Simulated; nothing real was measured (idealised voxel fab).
This section sets out a process module, namely voxel tone inversion.
Shown is cross-section cut, with a width of 220 nm and square cells of size 5 nm.
Think of the cross-section as a grid of square cells. We describe it in bands, top to bottom, and each band covers one or more rows of those cells. Band: top height; bottom height; in nm. Then, left to right: material with width in nm, for each material. "all across": a single material spanning edge to edge. "blank": empty space. Basically, 0 is our baseline, since under it the wafer straight out of the box is all one material. The bottom band has no lower end and keeps on going down, so it looks like "top 0, no bottom". Think of "30..40" as a width that walks from the first number to the second as you go down the band, top row to bottom row, taking equal-sized steps from row to row. "no modifications" (step): cross-section cells unchanged, all of them. Heads up: "Sealed cavities" only lists the empty pockets with no open path to the top that are 8 cells or more, and it writes them as width x height at distance, distance from the left edge, in nm. Read whatever lies past the settings on a step's line as the simulator's own remark about the step. The optional step-line setting "overlay nm" applies to steps with a mask and quantifies how far to the right of its planned location the mask lay, a negative value indicating leftward placement.
**plan**
- 1: RECEIVE (material Si)
- 2: CONFORMAL_DEP (material SiN; thk nm 5)
- 3: DIRECTIONAL_DEP (material polySi; thk nm 25)
- 4: PATTERN (tone cover; mask id POSTS; material resist; width nm 25; pitch nm 45; thk nm 30; overlay nm 0)
- 5: DIRECTIONAL_ETCH (etch materials polySi; depth nm 25)
- 6: STRIP (etch materials resist)
- 7: FILL_DEP (material SiO2; thk nm 10)
- 8: CMP (height nm 30)
- 9: STRIP (etch materials polySi)
- 10: CONFORMAL_DEP (material TiN; thk nm 5)
- 11: FILL_DEP (material W; thk nm 5)
- 12: CMP (height nm 30)
- 13: CONFORMAL_DEP (material SiCN; thk nm 5)
**As-received state of the wafer in cross-section, equivalent to post-step 1**
> top 0, no bottom: Si all across
> Sealed cavities: none
**As-planned run: cross-section of the first of two wafers at end of module**
> top 35, bottom 30: SiCN all across
> top 30, bottom 10: SiO2 (30) / TiN (5) / W (15) / TiN (5) / SiO2 (20) / TiN (5) / W (15) / TiN (5) / SiO2 (20) / TiN (5) / W (15) / TiN (5) / SiO2 (20) / TiN (5) / W (15) / TiN (5) / SiO2 (30)
> top 10, bottom 5: SiO2 (30) / TiN (25) / SiO2 (20) / TiN (25) / SiO2 (20) / TiN (25) / SiO2 (20) / TiN (25) / SiO2 (30)
> top 5, bottom 0: SiN all across
> top 0, no bottom: Si all across
> Sealed cavities: none
**The second wafer, shown in cross-section after the module: started the same way as the first and given the same plan, yet one mistake crept into how it was run**
> top 35, bottom 30: SiCN all across
> top 30, bottom 10: SiO2 (35) / TiN (5) / W (5) / TiN (5) / SiO2 (30) / TiN (5) / W (5) / TiN (5) / SiO2 (30) / TiN (5) / W (5) / TiN (5) / SiO2 (30) / TiN (5) / W (5) / TiN (5) / SiO2 (35)
> top 10, bottom 5: SiO2 (35) / TiN (15) / SiO2 (30) / TiN (15) / SiO2 (30) / TiN (15) / SiO2 (30) / TiN (15) / SiO2 (35)
> top 5, bottom 0: SiN all across
> top 0, no bottom: Si all across
> Sealed cavities: none
What went wrong in running the wafer? the process deviated at step 4: the operation and settings actually run there were PATTERN (tone cover; mask id POSTS; material resist; width nm 15; pitch nm 45; thk nm 30; overlay nm 0)
Once processing is complete, comparing cell counts shows that the second wafer has more or fewer of certain materials than the first: 40 more of SiO2; 8 fewer of TiN; 32 fewer of W
